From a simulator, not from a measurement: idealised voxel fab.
process module | voxel double patterning
cross-section cut | 190 nm wide | cells 5 nm
A cross-section is a grid of square cells, given in bands from the top down. A band is one or more rows of cells.
Each band's line starts with the height of the band's top and of its bottom, in nm. Then come its materials from left to right, each with its width in nm. One material with "throughout" fills the band from edge to edge. "air" is empty space.
Height 0 is the level under which the wafer as received is all one material. The lowest band goes on downwards, as in "0 down".
A width such as "30 to 40" changes by the same amount from each row of cells to the next, from the band's top row to its bottom row.
"no change" after a step means that no cell of the cross-section changed.
closed voids: empty space of 8 cells or more with no open way to the top, each as width x height at its distance from the left edge, in nm
after a step's settings: what the simulator itself notes on the step
overlay nm, on a step with a mask: how far to the right of its planned place the mask lay; to the left if negative
plan
1 op RECEIVE | material Si
2 op CONFORMAL_DEP | material SiO2 | thk nm 5
3 op DIRECTIONAL_DEP | material W | thk nm 10
4 op DIRECTIONAL_DEP | material SiN | thk nm 5
5 op DIRECTIONAL_DEP | material aC | thk nm 15
6 op PATTERN | tone open | mask id FIRST | material resist | width nm 15 | pitch nm 50 | thk nm 30 | overlay nm 0
7 op DIRECTIONAL_ETCH | etch materials aC | depth nm 15
8 op STRIP | etch materials resist
9 op DIRECTIONAL_ETCH | etch materials SiN | depth nm 5
10 op STRIP | etch materials aC
11 op PATTERN | tone open | mask id SECOND | material resist | width nm 15 | pitch nm 50 | thk nm 20 | overlay nm -15
12 op DIRECTIONAL_ETCH | etch materials SiN | depth nm 5
13 op STRIP | etch materials resist
14 op DIRECTIONAL_ETCH | etch materials W | depth nm 10
15 op STRIP | etch materials SiN
varied across the wafers: overlay nm of step 11. The plan shows the first wafer's value. All wafers start alike
first wafer as received, after step 1
  0 down: Si throughout
  closed voids: none
first wafer at the end, after step 15
  15 to 5: W 35 | air 25 | W 25 | air 25 | W 25 | air 15 | W 40
  5 to 0: SiO2 throughout
  0 down: Si throughout
  closed voids: none
last wafer at the end
  15 to 5: W 35 | air 15 | W 25 | air 25 | W 25 | air 25 | W 40
  5 to 0: SiO2 throughout
  0 down: Si throughout
  closed voids: none
each wafer at the end: cells of each material gained (+) or lost (-) since it was received, then its closed voids
overlay nm -15 | +38 SiO2 | +50 W | closed voids: none
overlay nm -10 | +38 SiO2 | +46 W | closed voids: none
overlay nm -5 | +38 SiO2 | +46 W | closed voids: none
overlay nm 0 | +38 SiO2 | +46 W | closed voids: none
overlay nm 5 | +38 SiO2 | +46 W | closed voids: none
overlay nm 10 | +38 SiO2 | +46 W | closed voids: none
overlay nm 15 | +38 SiO2 | +50 W | closed voids: none
